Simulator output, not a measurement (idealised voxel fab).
Process module, titled voxel gate over fins
In the cross-section labelled cut, the width is 140 nm and each square cell is 5 nm.
Square cells in a grid make up a cross-section in this document, and the grid is given as bands, listed from the top down, each one or more rows of cells. Heads up on the band format: heights come first, top then bottom, in nm. After that it's the materials left to right, each with its width in nm. A single material flagged "everywhere" fills the whole band edge to edge, and "empty" means there's empty space there. Zero point of the height axis is 0; under it, received wafer = one material. Lowest band: continues down indefinitely, "0 down". Graded width ("30 to 40"): value in top row of band = first number; value in bottom row = second number; row-to-row change constant. Given "nothing altered" for a step, no cell of the cross-section differs between before and after that step. In the "Voids lacking openings" entry, you get each enclosed empty space of 8 cells or more, one with no open way to the top, written width x height at distance, distance from the left edge, in nm. Anything after a step's settings on that line? It's the simulator's own note about the step. overlay nm: mask offset rightward from planned place, masked step; negative means leftward offset.

# Below is the list of planned process steps
1,RECEIVE, material Si
2,CONFORMAL_DEP, material SiN, thk nm 5
3,PATTERN, tone cover, mask id FINS, material resist, width nm 15, pitch nm 45, thk nm 15, overlay nm 0
4,DIRECTIONAL_ETCH, etch materials SiN, depth nm 5
5,DIRECTIONAL_ETCH, etch materials Si, depth nm 30
6,STRIP, etch materials resist
7,OXIDIZE, depth nm 5
8,FILL_DEP, material SiO2, thk nm 15
9,CMP, height nm 5
10,SELECTIVE_ETCH, etch materials SiO2, depth nm 20
11,STRIP, etch materials SiN
12,CONFORMAL_DEP, material HfO2, thk nm 5
13,CONFORMAL_DEP, material TiN, thk nm 5
14,CONFORMAL_DEP, material TiAl, thk nm 5
15,CONFORMAL_DEP, material TiN, thk nm 5
16,FILL_DEP, material W, thk nm 15
17,CMP, height nm 30
18,CONFORMAL_DEP, material SiN, thk nm 5

# Here's what the wafer looked like in cross-section when it arrived - that's after step 1
> 0 down | Si everywhere
> Voids lacking openings: none

# The plan above was carried out on the starting structure above with one mistake, and this cross-section shows the wafer at the end of the module
> 25 to 20 | SiN everywhere
> 20 to 15 | 25 W, then 90 TiN, then 25 W
> 15 to 10 | 25 W, then 5 TiN, then 35 TiAl, then 10 TiN, then 35 TiAl, then 5 TiN, then 25 W
> 10 to 5 | 25 W, then 5 TiN, then 5 TiAl, then 25 TiN, then 5 TiAl, then 10 TiN, then 5 TiAl, then 25 TiN, then 5 TiAl, then 5 TiN, then 25 W
> 5 to 0 | 30 TiN, then 5 TiAl, then 5 TiN, then 15 HfO2, then 5 TiN, then 5 TiAl, then 10 TiN, then 5 TiAl, then 5 TiN, then 15 HfO2, then 5 TiN, then 5 TiAl, then 30 TiN
> 0 to -5 | 35 TiAl, then 5 TiN, then 5 HfO2, then 5 Si, then 5 HfO2, then 5 TiN, then 20 TiAl, then 5 TiN, then 5 HfO2, then 5 Si, then 5 HfO2, then 5 TiN, then 35 TiAl
> -5 to -10 | 40 TiN, then 5 HfO2, then 5 Si, then 5 HfO2, then 30 TiN, then 5 HfO2, then 5 Si, then 5 HfO2, then 40 TiN
> -10 to -15 | 45 HfO2, then 5 Si, then 40 HfO2, then 5 Si, then 45 HfO2
> -15 to -35 | 45 SiO2, then 5 Si, then 40 SiO2, then 5 Si, then 45 SiO2
> -35 down | Si everywhere
> Voids lacking openings: none
Processing error: it should be noted that step 17 was executed with settings other than those planned, the operation and settings actually applied being CMP, height nm 20
